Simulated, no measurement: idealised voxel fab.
The following is a process module called voxel gate over fins.
Square cells of 5 nm make up the cross-section cut, whose width is 170 nm.
Reading order for cross-sections: top band down to bottom band. Underlying form: a grid of square cells. Band size: one or more rows of cells.
For a band, the entry starts with two heights in nm, that of the top and then that of the bottom, and carries on with the band's materials in order from left to right, each alongside its width in nm; the word "edge to edge" beside a single material means it fills the band edge to edge, and "empty" means empty space.
Below 0: as-received wafer, all one material; heights counted from there. Lowest band: no bottom, goes on down, written "0 and below".
A width such as "30->40" changes by the same amount from each row of cells to the next, from the band's top row to its bottom row.
Basically "stayed the same" means that step didn't change any cell in the cross-section.
"Sealed-off cavities" - sealed voids, min. 8 cells, no opening to top; format: width x height at distance (distance from left edge; nm throughout).
Anything after a step's settings on that line? It's the simulator's own note about the step.
Regarding "overlay nm": on a step with a mask, it is the distance the mask lay to the right of its planned place; a negative value places it to the left.
[The process steps that were planned are listed below]
- 1: RECEIVE with material Si
- 2: CONFORMAL_DEP with material SiN, thk nm 5
- 3: DIRECTIONAL_DEP with material aC, thk nm 15
- 4: PATTERN with tone cover, mask id FINS, material resist, width nm 15, pitch nm 50, thk nm 30, overlay nm 0
- 5: DIRECTIONAL_ETCH with etch materials aC, depth nm 15
- 6: STRIP with etch materials resist
- 7: DIRECTIONAL_ETCH with etch materials SiN, depth nm 5
- 8: DIRECTIONAL_ETCH with etch materials Si, depth nm 30
- 9: STRIP with etch materials aC
- 10: FILL_DEP with material SiO2, thk nm 5
- 11: CMP with height nm 5
- 12: DIRECTIONAL_DEP with material aC, thk nm 10
- 13: PATTERN with tone open, mask id RAIL, material resist, width nm 15, thk nm 30, overlay nm 0
- 14: DIRECTIONAL_ETCH with etch materials aC, depth nm 10
- 15: STRIP with etch materials resist
- 16: DIRECTIONAL_ETCH with etch materials SiO2, depth nm 30
- 17: STRIP with etch materials aC
- 18: CONFORMAL_DEP with material TiN, thk nm 5
- 19: FILL_DEP with material W, thk nm 5
- 20: CMP with height nm 5
- 21: SELECTIVE_ETCH with etch materials W Ru TiN, depth nm 25
- 22: FILL_DEP with material SiO2, thk nm 5
- 23: CMP with height nm 5
- 24: SELECTIVE_ETCH with etch materials SiO2, depth nm 20
- 25: STRIP with etch materials SiN
- 26: CONFORMAL_DEP with material HfO2, thk nm 5
- 27: CONFORMAL_DEP with material TiN, thk nm 5
- 28: FILL_DEP with material W, thk nm 10
- 29: CMP with height nm 15
- 30: CONFORMAL_DEP with material SiN, thk nm 10
[So, the first of our two wafers, run just as we planned it]
[As received (post step 1): cross-section]
	0 and below  Si edge to edge
	Sealed-off cavities: none
[Once step 2 is through, the wafer looks like this in cross-section]
	5 down to 0  SiN edge to edge
	Lower than 0, everything is as it was.
[Once step 3 is through, the wafer looks like this in cross-section]
	20 down to 5  aC edge to edge
	Lower than 5, everything is as it was.
[Once step 4 is through, the wafer looks like this in cross-section]
	50 down to 20  empty 50 nm, resist 15 nm, empty 35 nm, resist 15 nm, empty 55 nm
	Lower than 20, everything is as it was.
[Once step 5 is through, the wafer looks like this in cross-section]
	35 down to 20  empty 50 nm, resist 15 nm, empty 35 nm, resist 15 nm, empty 55 nm
	20 down to 5  empty 50 nm, aC 15 nm, empty 35 nm, aC 15 nm, empty 55 nm
	Lower than 5, everything is as it was.
[Once step 6 is through, the wafer looks like this in cross-section]
	20 down to 5  empty 50 nm, aC 15 nm, empty 35 nm, aC 15 nm, empty 55 nm
	Lower than 5, everything is as it was.
[Once step 7 is through, the wafer looks like this in cross-section]
	20 down to 5  empty 50 nm, aC 15 nm, empty 35 nm, aC 15 nm, empty 55 nm
	5 down to 0  empty 50 nm, SiN 15 nm, empty 35 nm, SiN 15 nm, empty 55 nm
	Lower than 0, everything is as it was.
[Once step 8 is through, the wafer looks like this in cross-section]
	20 down to 5  empty 50 nm, aC 15 nm, empty 35 nm, aC 15 nm, empty 55 nm
	5 down to 0  empty 50 nm, SiN 15 nm, empty 35 nm, SiN 15 nm, empty 55 nm
	0 down to -30  empty 50 nm, Si 15 nm, empty 35 nm, Si 15 nm, empty 55 nm
	Lower than -30, everything is as it was.
[Once step 9 is through, the wafer looks like this in cross-section]
	5 down to 0  empty 50 nm, SiN 15 nm, empty 35 nm, SiN 15 nm, empty 55 nm
	Lower than 0, everything is as it was.
[Once step 10 is through, the wafer looks like this in cross-section]
	10 down to 5  SiO2 edge to edge
	5 down to 0  SiO2 50 nm, SiN 15 nm, SiO2 35 nm, SiN 15 nm, SiO2 55 nm
	0 down to -30  SiO2 50 nm, Si 15 nm, SiO2 35 nm, Si 15 nm, SiO2 55 nm
	Lower than -30, everything is as it was.
[Once step 11 is through, the wafer looks like this in cross-section]
	5 down to 0  SiO2 50 nm, SiN 15 nm, SiO2 35 nm, SiN 15 nm, SiO2 55 nm
	Lower than 0, everything is as it was.
[Once step 12 is through, the wafer looks like this in cross-section]
	15 down to 5  aC edge to edge
	Lower than 5, everything is as it was.
[Once step 13 is through, the wafer looks like this in cross-section]
	45 down to 15  resist 75 nm, empty 15 nm, resist 80 nm
	Lower than 15, everything is as it was.
[Once step 14 is through, the wafer looks like this in cross-section]
	35 down to 15  resist 75 nm, empty 15 nm, resist 80 nm
	15 down to 5  aC 75 nm, empty 15 nm, aC 80 nm
	Lower than 5, everything is as it was.
[Once step 15 is through, the wafer looks like this in cross-section]
	15 down to 5  aC 75 nm, empty 15 nm, aC 80 nm
	Lower than 5, everything is as it was.
[Once step 16 is through, the wafer looks like this in cross-section]
	15 down to 5  aC 75 nm, empty 15 nm, aC 80 nm
	5 down to 0  SiO2 50 nm, SiN 15 nm, SiO2 10 nm, empty 15 nm, SiO2 10 nm, SiN 15 nm, SiO2 55 nm
	0 down to -25  SiO2 50 nm, Si 15 nm, SiO2 10 nm, empty 15 nm, SiO2 10 nm, Si 15 nm, SiO2 55 nm
	Lower than -25, everything is as it was.
[Once step 17 is through, the wafer looks like this in cross-section]
	5 down to 0  SiO2 50 nm, SiN 15 nm, SiO2 10 nm, empty 15 nm, SiO2 10 nm, SiN 15 nm, SiO2 55 nm
	Lower than 0, everything is as it was.
[Once step 18 is through, the wafer looks like this in cross-section]
	10 down to 5  TiN 80 nm, empty 5 nm, TiN 85 nm
	5 down to 0  SiO2 50 nm, SiN 15 nm, SiO2 10 nm, TiN 5 nm, empty 5 nm, TiN 5 nm, SiO2 10 nm, SiN 15 nm, SiO2 55 nm
	0 down to -20  SiO2 50 nm, Si 15 nm, SiO2 10 nm, TiN 5 nm, empty 5 nm, TiN 5 nm, SiO2 10 nm, Si 15 nm, SiO2 55 nm
	-20 down to -25  SiO2 50 nm, Si 15 nm, SiO2 10 nm, TiN 15 nm, SiO2 10 nm, Si 15 nm, SiO2 55 nm
	Lower than -25, everything is as it was.
[Once step 19 is through, the wafer looks like this in cross-section]
	15 down to 10  W edge to edge
	10 down to 5  TiN 80 nm, W 5 nm, TiN 85 nm
	5 down to 0  SiO2 50 nm, SiN 15 nm, SiO2 10 nm, TiN 5 nm, W 5 nm, TiN 5 nm, SiO2 10 nm, SiN 15 nm, SiO2 55 nm
	0 down to -20  SiO2 50 nm, Si 15 nm, SiO2 10 nm, TiN 5 nm, W 5 nm, TiN 5 nm, SiO2 10 nm, Si 15 nm, SiO2 55 nm
	Lower than -20, everything is as it was.
[Once step 20 is through, the wafer looks like this in cross-section]
	5 down to 0  SiO2 50 nm, SiN 15 nm, SiO2 10 nm, TiN 5 nm, W 5 nm, TiN 5 nm, SiO2 10 nm, SiN 15 nm, SiO2 55 nm
	Lower than 0, everything is as it was.
[Once step 21 is through, the wafer looks like this in cross-section]
	5 down to 0  SiO2 50 nm, SiN 15 nm, SiO2 10 nm, empty 15 nm, SiO2 10 nm, SiN 15 nm, SiO2 55 nm
	0 down to -20  SiO2 50 nm, Si 15 nm, SiO2 10 nm, empty 15 nm, SiO2 10 nm, Si 15 nm, SiO2 55 nm
	Lower than -20, everything is as it was.
[Once step 22 is through, the wafer looks like this in cross-section]
	10 down to 5  SiO2 edge to edge
	5 down to 0  SiO2 50 nm, SiN 15 nm, SiO2 35 nm, SiN 15 nm, SiO2 55 nm
	0 down to -20  SiO2 50 nm, Si 15 nm, SiO2 35 nm, Si 15 nm, SiO2 55 nm
	Lower than -20, everything is as it was.
[Once step 23 is through, the wafer looks like this in cross-section]
	5 down to 0  SiO2 50 nm, SiN 15 nm, SiO2 35 nm, SiN 15 nm, SiO2 55 nm
	Lower than 0, everything is as it was.
[Once step 24 is through, the wafer looks like this in cross-section]
	5 down to 0  empty 50 nm, SiN 15 nm, empty 35 nm, SiN 15 nm, empty 55 nm
	0 down to -15  empty 50 nm, Si 15 nm, empty 35 nm, Si 15 nm, empty 55 nm
	Lower than -15, everything is as it was.
[Once step 25 is through, the wafer looks like this in cross-section]
	0 down to -15  empty 50 nm, Si 15 nm, empty 35 nm, Si 15 nm, empty 55 nm
	Lower than -15, everything is as it was.
[Once step 26 is through, the wafer looks like this in cross-section]
	5 down to 0  empty 45 nm, HfO2 25 nm, empty 25 nm, HfO2 25 nm, empty 50 nm
	0 down to -10  empty 45 nm, HfO2 5 nm, Si 15 nm, HfO2 5 nm, empty 25 nm, HfO2 5 nm, Si 15 nm, HfO2 5 nm, empty 50 nm
	-10 down to -15  HfO2 50 nm, Si 15 nm, HfO2 35 nm, Si 15 nm, HfO2 55 nm
	Lower than -15, everything is as it was.
[Once step 27 is through, the wafer looks like this in cross-section]
	10 down to 5  empty 40 nm, TiN 35 nm, empty 15 nm, TiN 35 nm, empty 45 nm
	5 down to 0  empty 40 nm, TiN 5 nm, HfO2 25 nm, TiN 5 nm, empty 15 nm, TiN 5 nm, HfO2 25 nm, TiN 5 nm, empty 45 nm
	0 down to -5  empty 40 nm, TiN 5 nm, HfO2 5 nm, Si 15 nm, HfO2 5 nm, TiN 5 nm, empty 15 nm, TiN 5 nm, HfO2 5 nm, Si 15 nm, HfO2 5 nm, TiN 5 nm, empty 45 nm
	-5 down to -10  TiN 45 nm, HfO2 5 nm, Si 15 nm, HfO2 5 nm, TiN 25 nm, HfO2 5 nm, Si 15 nm, HfO2 5 nm, TiN 50 nm
	Lower than -10, everything is as it was.
[Once step 28 is through, the wafer looks like this in cross-section]
	20 down to 10  W edge to edge
	10 down to 5  W 40 nm, TiN 35 nm, W 15 nm, TiN 35 nm, W 45 nm
	5 down to 0  W 40 nm, TiN 5 nm, HfO2 25 nm, TiN 5 nm, W 15 nm, TiN 5 nm, HfO2 25 nm, TiN 5 nm, W 45 nm
	0 down to -5  W 40 nm, TiN 5 nm, HfO2 5 nm, Si 15 nm, HfO2 5 nm, TiN 5 nm, W 15 nm, TiN 5 nm, HfO2 5 nm, Si 15 nm, HfO2 5 nm, TiN 5 nm, W 45 nm
	Lower than -5, everything is as it was.
[Once step 29 is through, the wafer looks like this in cross-section]
	15 down to 10  W edge to edge
	Lower than 10, everything is as it was.
[Once step 30 is through, the wafer looks like this in cross-section]
	25 down to 15  SiN edge to edge
	Lower than 15, everything is as it was.
[Second wafer: same start and same plan as the first, one execution error; identical to the first through step 28]
[Second wafer cross-section, taken as of the time the plan sets for step 29 to be done]
	5 down to 0  W 40 nm, TiN 5 nm, HfO2 25 nm, TiN 5 nm, W 15 nm, TiN 5 nm, HfO2 25 nm, TiN 5 nm, W 45 nm
	Lower than 0, everything is as it was.
[Second wafer cross-section, taken as of the time the plan sets for step 30 to be done]
	15 down to 5  SiN edge to edge
	Lower than 5, everything is as it was.
Want to know what went wrong? step 29, actual vs plan mismatch, actual run CMP with height nm 5
Final comparison by cell count, materials where the second wafer has more or fewer than the first: 14 fewer of TiN, 54 fewer of W
